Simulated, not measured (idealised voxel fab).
Process module, titled voxel wiring stack
Cross-section cut: width 210 nm, square cells of 5 nm.
How to read a cross-section here: the picture is a grid of square cells, written as bands going from the top down, and any band can span one or more rows of cells.
A band entry consists of two parts. The first gives the height of the band's top and the height of its bottom, in nm. The rest lists the band's materials from left to right, each with its width in nm. A single material labelled with the word "edge to edge" fills the band from edge to edge, and the word "empty" marks empty space.
Heights are measured from 0, the level below which the as-received wafer is all one material; the lowest band has no bottom and continues downward, written as in "0 and below".
Quick explanation for "30 to 40": the width changes in equal steps down the rows of cells, from the first number in the band's top row to the second number in its bottom row.
For the purposes of this document, the phrase "remains unaltered" attached to a step denotes that no cell within the cross-section was modified by that step.
In "Closed void roster" the enclosed voids are listed, meaning empty spaces of 8 cells or larger without any opening to the top. The form is width x height at distance, distance from the left edge, units nm.
The remark found on a step's line after its settings is issued by the simulator itself and pertains to that step.
overlay nm: how far to the right of its planned place the mask lay on this masked step (negative: to the left).
List of planned process steps
1 RECEIVE (material Si)
2 CONFORMAL_DEP (material SiO2; thk nm 10)
3 CONFORMAL_DEP (material SiCN; thk nm 5)
4 DIRECTIONAL_DEP (material SiO2; thk nm 25)
5 PATTERN (tone open; mask id METAL_1; material resist; width nm 30; pitch nm 60; thk nm 20; overlay nm 0)
6 DIRECTIONAL_ETCH (etch materials SiO2; depth nm 25)
7 DIRECTIONAL_ETCH (etch materials SiCN; depth nm 5)
8 STRIP (etch materials resist)
9 CONFORMAL_DEP (material TiN; thk nm 5)
10 FILL_DEP (material Cu; thk nm 5)
11 CMP (height nm 40)
12 CONFORMAL_DEP (material SiCN; thk nm 5)
13 DIRECTIONAL_DEP (material lowk; thk nm 25)
14 PATTERN (tone open; mask id METAL_2_HOLES; material resist; width nm 15; pitch nm 60; thk nm 20; overlay nm 0)
15 DIRECTIONAL_ETCH (etch materials lowk; depth nm 25)
16 STRIP (etch materials resist)
17 PATTERN (tone open; mask id METAL_2; material resist; width nm 30; pitch nm 60; thk nm 20; overlay nm 0)
18 DIRECTIONAL_ETCH (etch materials lowk; depth nm 15)
19 DIRECTIONAL_ETCH (etch materials SiCN; depth nm 5)
20 STRIP (etch materials resist)
21 CONFORMAL_DEP (material TiN; thk nm 5)
22 FILL_DEP (material Ru; thk nm 10)
23 CMP (height nm 70)
24 CONFORMAL_DEP (material SiCN; thk nm 5)
25 DIRECTIONAL_DEP (material SiO2; thk nm 15)
26 PATTERN (tone open; mask id PLUG_2; material resist; width nm 15; thk nm 15; overlay nm 0)
27 DIRECTIONAL_ETCH (etch materials SiO2; depth nm 15)
28 DIRECTIONAL_ETCH (etch materials SiCN; depth nm 5)
29 STRIP (etch materials resist)
30 EPI (material Ru; thk nm 10)
31 EPI (material Ru; thk nm 10)
32 DIRECTIONAL_DEP (material TiN; thk nm 5)
33 DIRECTIONAL_DEP (material Ru; thk nm 20)
34 PATTERN (tone cover; mask id METAL_3; material resist; width nm 30; pitch nm 60; thk nm 20; overlay nm 0)
35 DIRECTIONAL_ETCH (etch materials Ru; depth nm 20)
36 DIRECTIONAL_ETCH (etch materials TiN; depth nm 5)
37 STRIP (etch materials resist)
38 CONFORMAL_DEP (material SiCN; thk nm 5)
39 FILL_DEP (material SiO2; thk nm 10)
40 CMP (height nm 115)
41 CONFORMAL_DEP (material SiCN; thk nm 5)
42 DIRECTIONAL_DEP (material SiO2; thk nm 30)
43 PATTERN (tone open; mask id METAL_4_HOLES; material resist; width nm 15; pitch nm 60; thk nm 15; overlay nm 0)
44 DIRECTIONAL_ETCH (etch materials SiO2; depth nm 30)
45 STRIP (etch materials resist)
46 MASKED_ETCH (tone open; mask id METAL_4; width nm 30; pitch nm 60; etch materials SiO2; depth nm 15; overlay nm 0)
47 MASKED_ETCH (tone open; mask id METAL_4; width nm 30; pitch nm 60; etch materials SiCN; depth nm 5; overlay nm 0)
48 CONFORMAL_DEP (material TiN; thk nm 5)
49 FILL_DEP (material Cu; thk nm 10)
50 CMP (height nm 150)
51 CONFORMAL_DEP (material SiCN; thk nm 5)
Here's what the wafer looked like in cross-section when it arrived - that's after step 1
* 0 and below | Si edge to edge
* Closed void roster: none
Cross-section at module end, one run error; start and plan unchanged from above
* 155 down to 150 | SiCN edge to edge
* 150 down to 140 | SiO2=60, then TiN=5, then Cu=20, then TiN=5, then SiO2=30, then TiN=5, then Cu=20, then TiN=5, then SiO2=60
* 140 down to 135 | SiO2=60, then TiN=5, then Cu=5, then TiN=20, then SiO2=30, then TiN=5, then Cu=5, then TiN=20, then SiO2=60
* 135 down to 120 | SiO2=60, then TiN=5, then Cu=5, then TiN=5, then SiO2=45, then TiN=5, then Cu=5, then TiN=5, then SiO2=75
* 120 down to 115 | SiCN=60, then TiN=15, then SiCN=45, then TiN=15, then SiCN=75
* 115 down to 105 | SiO2=55, then SiCN=5, then Ru=30, then SiCN=5, then SiO2=20, then SiCN=5, then Ru=30, then SiCN=5, then SiO2=55
* 105 down to 100 | SiCN=60, then TiN=30, then SiCN=30, then TiN=30, then SiCN=60
* 100 down to 90 | TiN edge to edge
* 90 down to 75 | SiO2=60, then Ru=15, then SiO2=135
* 75 down to 70 | SiCN=60, then Ru=15, then SiCN=135
* 70 down to 60 | lowk=60, then TiN=5, then Ru=20, then TiN=5, then lowk=30, then TiN=5, then Ru=20, then TiN=5, then lowk=60
* 60 down to 55 | lowk=60, then TiN=5, then Ru=5, then TiN=20, then lowk=30, then TiN=5, then Ru=5, then TiN=20, then lowk=60
* 55 down to 45 | lowk=60, then TiN=5, then Ru=5, then TiN=5, then lowk=45, then TiN=5, then Ru=5, then TiN=5, then lowk=75
* 45 down to 40 | SiCN=60, then TiN=15, then SiCN=45, then TiN=15, then SiCN=75
* 40 down to 15 | SiO2=60, then TiN=5, then Cu=20, then TiN=5, then SiO2=30, then TiN=5, then Cu=20, then TiN=5, then SiO2=60
* 15 down to 10 | SiCN=60, then TiN=30, then SiCN=30, then TiN=30, then SiCN=60
* 10 down to 0 | SiO2 edge to edge
* 0 and below | Si edge to edge
* Closed void roster: none
The plan and the run diverged here: so step 32 ended up running with a different setting than we planned, it ran as DIRECTIONAL_DEP (material TiN; thk nm 15)
